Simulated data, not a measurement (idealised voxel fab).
process module | voxel self aligned contacts
In the cross-section labelled cut, the width is 255 nm and each square cell is 5 nm.
Heads up, the way a cross-section reads in here is a grid of square cells, handed over as bands from the top down, with every band being one or more rows of cells.
Heads up on the band format: heights come first, top then bottom, in nm. After that it's the materials left to right, each with its width in nm. A single material flagged "edge to edge" fills the whole band edge to edge, and "blank" means there's empty space there.
Heights are measured from 0, the level below which the as-received wafer is all one material; the lowest band has no bottom and continues downward, written as in "0 down".
Width "30 to 40": first value at the band's top row of cells, second value at its bottom row, equal change from row to row.
"identical to before" means the step left every cell of the cross-section as it was.
The entry titled "Entrapped voids" provides the empty spaces that have no open way to the top, restricted to those of 8 cells or more. Each is presented as width x height at distance, the distance being measured from the left edge, with all three in nm.
If you see something after the settings on a step's line, that's the simulator's own remark about that step.
"overlay nm", when on a step's line for a step with a mask, measures how far to the right of its planned place the mask lay; a negative measure means to the left.
Process steps foreseen in the plan:
| 1 | RECEIVE: material Si |
| 2 | CONFORMAL_DEP: material SiO2, thk nm 5 |
| 3 | DIRECTIONAL_DEP: material polySi, thk nm 30 |
| 4 | DIRECTIONAL_DEP: material SiN, thk nm 20 |
| 5 | MASKED_ETCH: tone cover, mask id GATE, width nm 35, pitch nm 80, etch materials SiN, depth nm 20, overlay nm 0 |
| 6 | MASKED_ETCH: tone cover, mask id GATE, width nm 35, pitch nm 80, etch materials polySi, depth nm 30, overlay nm 0 |
| 7 | CONFORMAL_DEP: material SiN, thk nm 10 |
| 8 | DIRECTIONAL_ETCH: etch materials SiN, depth nm 10 |
| 9 | FILL_DEP: material SiO2, thk nm 15 |
| 10 | CMP: height nm 65 |
| 11 | PATTERN: tone open, mask id CONTACT, material resist, width nm 65, thk nm 20, overlay nm 0 |
| 12 | DIRECTIONAL_ETCH: etch materials SiO2, depth nm 65 |
| 13 | STRIP: etch materials resist |
| 14 | CONFORMAL_DEP: material TiN, thk nm 5 |
| 15 | FILL_DEP: material Ru, thk nm 5 |
| 16 | CMP: height nm 65 |
| 17 | CONFORMAL_DEP: material SiCN, thk nm 5 |
The first of the two wafers, which ran as planned:
Cross-section of the incoming wafer, state after step 1:
    0 down: Si edge to edge
    Entrapped voids: none
Cross-section of the wafer subsequent to step 2:
    5 to 0: SiO2 edge to edge
    For the remainder of the cross-section, below 0, there is no change.
Cross-section of the wafer subsequent to step 3:
    35 to 5: polySi edge to edge
    For the remainder of the cross-section, below 5, there is no change.
Cross-section of the wafer subsequent to step 4:
    55 to 35: SiN edge to edge
    For the remainder of the cross-section, below 35, there is no change.
Cross-section of the wafer subsequent to step 5:
    55 to 35: blank=70, SiN=35, blank=45, SiN=35, blank=70
    For the remainder of the cross-section, below 35, there is no change.
Cross-section of the wafer subsequent to step 6:
    55 to 35: blank=70, SiN=35, blank=45, SiN=35, blank=70
    35 to 5: blank=70, polySi=35, blank=45, polySi=35, blank=70
    For the remainder of the cross-section, below 5, there is no change.
Cross-section of the wafer subsequent to step 7:
    65 to 35: blank=60, SiN=55, blank=25, SiN=55, blank=60
    35 to 15: blank=60, SiN=10, polySi=35, SiN=10, blank=25, SiN=10, polySi=35, SiN=10, blank=60
    15 to 5: SiN=70, polySi=35, SiN=45, polySi=35, SiN=70
    For the remainder of the cross-section, below 5, there is no change.
Cross-section of the wafer subsequent to step 8:
    55 to 35: blank=60, SiN=55, blank=25, SiN=55, blank=60
    35 to 5: blank=60, SiN=10, polySi=35, SiN=10, blank=25, SiN=10, polySi=35, SiN=10, blank=60
    For the remainder of the cross-section, below 5, there is no change.
Cross-section of the wafer subsequent to step 9:
    70 to 55: SiO2 edge to edge
    55 to 35: SiO2=60, SiN=55, SiO2=25, SiN=55, SiO2=60
    35 to 5: SiO2=60, SiN=10, polySi=35, SiN=10, SiO2=25, SiN=10, polySi=35, SiN=10, SiO2=60
    For the remainder of the cross-section, below 5, there is no change.
Cross-section of the wafer subsequent to step 10:
    65 to 55: SiO2 edge to edge
    For the remainder of the cross-section, below 55, there is no change.
Cross-section of the wafer subsequent to step 11:
    85 to 65: resist=95, blank=65, resist=95
    For the remainder of the cross-section, below 65, there is no change.
Cross-section of the wafer subsequent to step 12:
    85 to 65: resist=95, blank=65, resist=95
    65 to 55: SiO2=95, blank=65, SiO2=95
    55 to 35: SiO2=60, SiN=55, blank=25, SiN=55, SiO2=60
    35 to 5: SiO2=60, SiN=10, polySi=35, SiN=10, blank=25, SiN=10, polySi=35, SiN=10, SiO2=60
    5 to 0: SiO2=115, blank=25, SiO2=115
    For the remainder of the cross-section, below 0, there is no change.
Cross-section of the wafer subsequent to step 13:
    65 to 55: SiO2=95, blank=65, SiO2=95
    For the remainder of the cross-section, below 55, there is no change.
Cross-section of the wafer subsequent to step 14:
    70 to 65: TiN=100, blank=55, TiN=100
    65 to 55: SiO2=95, TiN=5 to 25, blank=55 to 15, TiN=5 to 25, SiO2=95
    55 to 35: SiO2=60, SiN=55, TiN=5, blank=15, TiN=5, SiN=55, SiO2=60
    35 to 5: SiO2=60, SiN=10, polySi=35, SiN=10, TiN=5, blank=15, TiN=5, SiN=10, polySi=35, SiN=10, SiO2=60
    5 to 0: SiO2=115, TiN=25, SiO2=115
    For the remainder of the cross-section, below 0, there is no change.
Cross-section of the wafer subsequent to step 15:
    75 to 70: Ru edge to edge
    70 to 65: TiN=100, Ru=55, TiN=100
    65 to 55: SiO2=95, TiN=5 to 25, Ru=55 to 15, TiN=5 to 25, SiO2=95
    55 to 35: SiO2=60, SiN=55, TiN=5, Ru=15, TiN=5, SiN=55, SiO2=60
    35 to 5: SiO2=60, SiN=10, polySi=35, SiN=10, TiN=5, Ru=15, TiN=5, SiN=10, polySi=35, SiN=10, SiO2=60
    For the remainder of the cross-section, below 5, there is no change.
Cross-section of the wafer subsequent to step 16:
    65 to 55: SiO2=95, TiN=5 to 25, Ru=55 to 15, TiN=5 to 25, SiO2=95
    For the remainder of the cross-section, below 55, there is no change.
Cross-section of the wafer subsequent to step 17:
    70 to 65: SiCN edge to edge
    For the remainder of the cross-section, below 65, there is no change.
Wafer two of the pair: same origin, same plan, one error during the run; identical to wafer one up to and including step 6:
Cross-section: second wafer, time at which step 7 was scheduled to end:
    45 to 35: blank=70, SiN=35, blank=45, SiN=35, blank=70
    For the remainder of the cross-section, below 35, there is no change.
Cross-section: second wafer, time at which step 8 was scheduled to end:
    55 to 35: blank=60, SiN=55, blank=25, SiN=55, blank=60
    35 to 15: blank=60, SiN=10, polySi=35, SiN=10, blank=25, SiN=10, polySi=35, SiN=10, blank=60
    15 to 5: SiN=70, polySi=35, SiN=45, polySi=35, SiN=70
    For the remainder of the cross-section, below 5, there is no change.
Cross-section: second wafer, time at which step 9 was scheduled to end:
    70 to 55: SiO2 edge to edge
    55 to 35: SiO2=60, SiN=55, SiO2=25, SiN=55, SiO2=60
    35 to 15: SiO2=60, SiN=10, polySi=35, SiN=10, SiO2=25, SiN=10, polySi=35, SiN=10, SiO2=60
    For the remainder of the cross-section, below 15, there is no change.
Cross-section: second wafer, time at which step 10 was scheduled to end:
    65 to 55: SiO2 edge to edge
    For the remainder of the cross-section, below 55, there is no change.
Cross-section: second wafer, time at which step 11 was scheduled to end:
    85 to 65: resist=95, blank=65, resist=95
    For the remainder of the cross-section, below 65, there is no change.
Cross-section: second wafer, time at which step 12 was scheduled to end:
    85 to 65: resist=95, blank=65, resist=95
    65 to 55: SiO2=95, blank=65, SiO2=95
    55 to 35: SiO2=60, SiN=55, blank=25, SiN=55, SiO2=60
    35 to 15: SiO2=60, SiN=10, polySi=35, SiN=10, blank=25, SiN=10, polySi=35, SiN=10, SiO2=60
    For the remainder of the cross-section, below 15, there is no change.
Cross-section: second wafer, time at which step 13 was scheduled to end:
    65 to 55: SiO2=95, blank=65, SiO2=95
    For the remainder of the cross-section, below 55, there is no change.
Cross-section: second wafer, time at which step 14 was scheduled to end:
    70 to 65: TiN=100, blank=55, TiN=100
    65 to 55: SiO2=95, TiN=5 to 25, blank=55 to 15, TiN=5 to 25, SiO2=95
    55 to 35: SiO2=60, SiN=55, TiN=5, blank=15, TiN=5, SiN=55, SiO2=60
    35 to 20: SiO2=60, SiN=10, polySi=35, SiN=10, TiN=5, blank=15, TiN=5, SiN=10, polySi=35, SiN=10, SiO2=60
    20 to 15: SiO2=60, SiN=10, polySi=35, SiN=10, TiN=25, SiN=10, polySi=35, SiN=10, SiO2=60
    For the remainder of the cross-section, below 15, there is no change.
Cross-section: second wafer, time at which step 15 was scheduled to end:
    75 to 70: Ru edge to edge
    70 to 65: TiN=100, Ru=55, TiN=100
    65 to 55: SiO2=95, TiN=5 to 25, Ru=55 to 15, TiN=5 to 25, SiO2=95
    55 to 35: SiO2=60, SiN=55, TiN=5, Ru=15, TiN=5, SiN=55, SiO2=60
    35 to 20: SiO2=60, SiN=10, polySi=35, SiN=10, TiN=5, Ru=15, TiN=5, SiN=10, polySi=35, SiN=10, SiO2=60
    For the remainder of the cross-section, below 20, there is no change.
Cross-section: second wafer, time at which step 16 was scheduled to end:
    65 to 55: SiO2=95, TiN=5 to 25, Ru=55 to 15, TiN=5 to 25, SiO2=95
    For the remainder of the cross-section, below 55, there is no change.
Cross-section: second wafer, time at which step 17 was scheduled to end:
    70 to 65: SiCN edge to edge
    For the remainder of the cross-section, below 65, there is no change.
Short version of what went wrong: steps 7 and 8 were swapped
Materials where the second wafer ends with more or fewer cells than the first: Ru -9; SiN +58; SiO2 -43; TiN -6
